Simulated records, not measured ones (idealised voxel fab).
process module | voxel lift off
cross-section cut | 285 nm wide | cells 5 nm
A cross-section is a grid of square cells, given in bands from the top down. A band is one or more rows of cells.
Each band's line starts with the height of the band's top and of its bottom, in nm. Then come its materials from left to right, each with its width in nm. One material with "throughout" fills the band from edge to edge. "air" is empty space.
Height 0 is the level under which the wafer as received is all one material. The lowest band goes on downwards, as in "0 down".
A width such as "30 to 40" changes by the same amount from each row of cells to the next, from the band's top row to its bottom row.
"no change" after a step means that no cell of the cross-section changed.
closed voids: empty space of 8 cells or more with no open way to the top, each as width x height at its distance from the left edge, in nm
after a step's settings: what the simulator itself notes on the step
overlay nm, on a step with a mask: how far to the right of its planned place the mask lay; to the left if negative
plan
1 op RECEIVE | material Si
2 op CONFORMAL_DEP | material Al2O3 | thk nm 5
3 op PATTERN | tone open | mask id LINES | material resist | width nm 15 | pitch nm 40 | thk nm 25 | overlay nm 0
4 op DIRECTIONAL_DEP | material Ru | thk nm 15
5 op STRIP | etch materials resist
6 op CONFORMAL_DEP | material SiN | thk nm 5
as received, after step 1
  0 down: Si throughout
  closed voids: none
first wafer at the end, as planned
  25 to 20: air 70 | SiN 25 | air 15 | SiN 25 | air 15 | SiN 25 | air 15 | SiN 25 | air 70
  20 to 10: air 70 | SiN 5 | Ru 15 | SiN 5 | air 15 | SiN 5 | Ru 15 | SiN 5 | air 15 | SiN 5 | Ru 15 | SiN 5 | air 15 | SiN 5 | Ru 15 | SiN 5 | air 70
  10 to 5: SiN 75 | Ru 15 | SiN 25 | Ru 15 | SiN 25 | Ru 15 | SiN 25 | Ru 15 | SiN 75
  5 to 0: Al2O3 throughout
  0 down: Si throughout
  closed voids: none
second wafer at the end: like start, like plan, one mistake
  25 to 20: air 80 | SiN 25 | air 15 | SiN 25 | air 15 | SiN 25 | air 15 | SiN 25 | air 60
  20 to 10: air 80 | SiN 5 | Ru 15 | SiN 5 | air 15 | SiN 5 | Ru 15 | SiN 5 | air 15 | SiN 5 | Ru 15 | SiN 5 | air 15 | SiN 5 | Ru 15 | SiN 5 | air 60
  10 to 5: SiN 85 | Ru 15 | SiN 25 | Ru 15 | SiN 25 | Ru 15 | SiN 25 | Ru 15 | SiN 65
  5 to 0: Al2O3 throughout
  0 down: Si throughout
  closed voids: none
what went wrong: step 3 ran as: op PATTERN | tone open | mask id LINES | material resist | width nm 15 | pitch nm 40 | thk nm 25 | overlay nm 10
at the end the second wafer has, in cells: as many of each material as the first, in other places
